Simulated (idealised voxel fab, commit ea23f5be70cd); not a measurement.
The process module presented herein is designated voxel lift off.
This is section cut - it's 260 nm across, gridded in 5 nm square cells.
Bands, listed from the top down, are how a cross-section gets written in this document; the cross-section itself is a grid of square cells, and a band is one or more rows of them.
Heights first: top, then bottom, in nm. Then materials, left to right, each with a width in nm. "full width" on a single material: fills the band edge to edge. "blank": empty space.
Measure heights from 0. That's the level where, below it, the as-received wafer is all one material. The lowest band is bottomless and extends downward; write it as in "0 down".
You'd read "30 to 40" like this: the band's top row of cells is as wide as the first number, its bottom row is as wide as the second, and going down, every row changes width by the same amount as the row before did.
No cell of the cross-section changed in a step that is given as "changes: none".
Empty spaces without an open route to the top, at least 8 cells in extent, make up the entry "Closed void register"; each is given as width x height at distance, where the distance is measured from the left edge, and all are in nm.
The remark found on a step's line after its settings is issued by the simulator itself and pertains to that step.
"overlay nm" answers the question of how far to the right of plan the mask lay on a step that has a mask, and when it is negative the answer is to the left.

The following list gives the planned process steps
1. RECEIVE (material Si)
2. CONFORMAL_DEP (material SiO2; thk nm 5)
3. PATTERN (tone open; mask id LINES; material resist; width nm 25; pitch nm 45; thk nm 20; overlay nm 0)
4. DIRECTIONAL_DEP (material Ru; thk nm 10)
5. STRIP (etch materials resist)
6. CONFORMAL_DEP (material SiCN; thk nm 10)
For this document, wafers share an identical start and vary in the step 2 thk nm; the plan quotes the first wafer's value.

Cross-section: the first of several wafers in its as-received state, i.e. following step 1
- 0 down = Si full width
- Closed void register: none

Gained (+) or lost (-) cells of each material since receipt, then closed voids: one row per wafer, at the end of the module
thk nm 5; +30 Ru; +128 SiCN; +52 SiO2; Closed void register: none
thk nm 10; +30 Ru; +128 SiCN; +104 SiO2; Closed void register: none
thk nm 15; +30 Ru; +128 SiCN; +156 SiO2; Closed void register: none
thk nm 20; +30 Ru; +128 SiCN; +208 SiO2; Closed void register: none
